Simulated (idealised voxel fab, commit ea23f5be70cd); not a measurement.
process module | voxel self aligned contacts
cross-section cut | 240 nm wide | cells 5 nm
A cross-section is a grid of square cells, given in bands from the top down. A band is one or more rows of cells.
Each band's line starts with the height of the band's top and of its bottom, in nm. Then come its materials from left to right, each with its width in nm. One material with "throughout" fills the band from edge to edge. "air" is empty space.
Height 0 is the level under which the wafer as received is all one material. The lowest band goes on downwards, as in "0 down".
A width such as "30 to 40" changes by the same amount from each row of cells to the next, from the band's top row to its bottom row.
"no change" after a step means that no cell of the cross-section changed.
closed voids: empty space of 8 cells or more with no open way to the top, each as width x height at its distance from the left edge, in nm
after a step's settings: what the simulator itself notes on the step
overlay nm, on a step with a mask: how far to the right of its planned place the mask lay; to the left if negative
plan
1 op RECEIVE | material Si
2 op OXIDIZE | depth nm 5
3 op DIRECTIONAL_DEP | material polySi | thk nm 20
4 op DIRECTIONAL_DEP | material SiN | thk nm 20
5 op DIRECTIONAL_DEP | material aC | thk nm 15
6 op PATTERN | tone cover | mask id GATE | material resist | width nm 30 | pitch nm 70 | thk nm 30 | overlay nm 0
7 op DIRECTIONAL_ETCH | etch materials aC | depth nm 15
8 op STRIP | etch materials resist
9 op DIRECTIONAL_ETCH | etch materials SiN | depth nm 20
10 op DIRECTIONAL_ETCH | etch materials polySi | depth nm 20
11 op STRIP | etch materials aC
12 op CONFORMAL_DEP | material SiN | thk nm 10
13 op DIRECTIONAL_ETCH | etch materials SiN | depth nm 10
14 op FILL_DEP | material SiO2 | thk nm 20
15 op CMP | height nm 50
16 op PATTERN | tone open | mask id CONTACT | material resist | width nm 40 | thk nm 20 | overlay nm 0
17 op DIRECTIONAL_ETCH | etch materials SiO2 | depth nm 55
18 op STRIP | etch materials resist
19 op CONFORMAL_DEP | material TiN | thk nm 5
20 op FILL_DEP | material W | thk nm 10
21 op CMP | height nm 50
22 op CONFORMAL_DEP | material SiCN | thk nm 5
varied across the wafers: width nm of step 16. The plan shows the first wafer's value. All wafers start alike
first wafer as received, after step 1
  0 down: Si throughout
  closed voids: none
each wafer at the end: cells of each material gained (+) or lost (-) since it was received, then its closed voids
width nm 40 | -48 Si | +48 SiCN | +112 SiN | +316 SiO2 | +28 TiN | +24 W | +48 polySi | closed voids: none
width nm 45 | -48 Si | +48 SiCN | +112 SiN | +314 SiO2 | +29 TiN | +25 W | +48 polySi | closed voids: none
width nm 50 | -48 Si | +48 SiCN | +112 SiN | +312 SiO2 | +30 TiN | +26 W | +48 polySi | closed voids: none
width nm 55 | -48 Si | +48 SiCN | +112 SiN | +310 SiO2 | +31 TiN | +27 W | +48 polySi | closed voids: none
width nm 60 | -48 Si | +48 SiCN | +112 SiN | +308 SiO2 | +32 TiN | +28 W | +48 polySi | closed voids: none
width nm 65 | -48 Si | +48 SiCN | +112 SiN | +306 SiO2 | +33 TiN | +29 W | +48 polySi | closed voids: none
